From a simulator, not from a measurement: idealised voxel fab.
You're looking at the process module voxel trench capacitor.
Each square cell in cross-section cut measures 5 nm, and the section as a whole is 245 nm wide.
If you're reading a cross-section in this doc, picture square cells in a grid; it comes to you as bands, top ones listed first down to the bottom, and a band can be one or more rows of cells.
Basically the band line says how high the top is and how high the bottom is, in nm, and then what's in it from left to right, every material with its width in nm. Empty space shows up as "blank", and if a single material carries "all across" it runs the full band edge to edge.
Beneath 0, the wafer as received is one material, and that level is where height counting begins. The lowest band goes on downward without a bottom; it is written like "z 0 and below".
Per-row width for "30..40": begins at first number (top row of band), ends at second number (bottom row), increment between rows held constant.
Basically "left unchanged" means that step didn't change any cell in the cross-section.
"Sealed void inventory" - sealed voids, min. 8 cells, no opening to top; format: width x height at distance (distance from left edge; nm throughout).
That trailing text on a step's line, after the settings, is the simulator's own remark on the step.
"overlay nm" denotes, for a step that has a mask, the displacement of the mask to the right of its planned place, with negative values corresponding to the left.

### So here's the lineup of process steps we planned
1. op RECEIVE | material Si
2. op CONFORMAL_DEP | material SiN | thk nm 5
3. op PATTERN | tone open | mask id TRENCH | material resist | width nm 25 | pitch nm 45 | thk nm 20 | overlay nm -15
4. op DIRECTIONAL_ETCH | etch materials SiN | depth nm 5
5. op DIRECTIONAL_ETCH | etch materials Si | depth nm 35
6. op STRIP | etch materials resist
7. op CONFORMAL_DEP | material HfO2 | thk nm 5
8. op CONFORMAL_DEP | material TiN | thk nm 5
9. op FILL_DEP | material W | thk nm 5
10. op CMP | height nm 5
The overlay nm used in step 3 is not the same on every wafer, whereas the starting condition is; the value printed in the plan is the first wafer's.

### first wafer as received, after step 1
z 0 and below  Si all across
Sealed void inventory: none

### Rows = wafers. At module end, each row lists per material the cells gained (+) or lost (-) since the wafer was received, then the closed voids
overlay nm -15, +57 HfO2, -105 Si, +34 SiN, +45 TiN, +18 W, Sealed void inventory: none
overlay nm -10, +57 HfO2, -105 Si, +34 SiN, +45 TiN, +18 W, Sealed void inventory: none
overlay nm -5, +57 HfO2, -105 Si, +34 SiN, +45 TiN, +18 W, Sealed void inventory: none
overlay nm 0, +57 HfO2, -105 Si, +34 SiN, +45 TiN, +18 W, Sealed void inventory: none
overlay nm 5, +57 HfO2, -105 Si, +34 SiN, +45 TiN, +18 W, Sealed void inventory: none
overlay nm 10, +57 HfO2, -105 Si, +34 SiN, +45 TiN, +18 W, Sealed void inventory: none
overlay nm 15, +57 HfO2, -105 Si, +34 SiN, +45 TiN, +18 W, Sealed void inventory: none
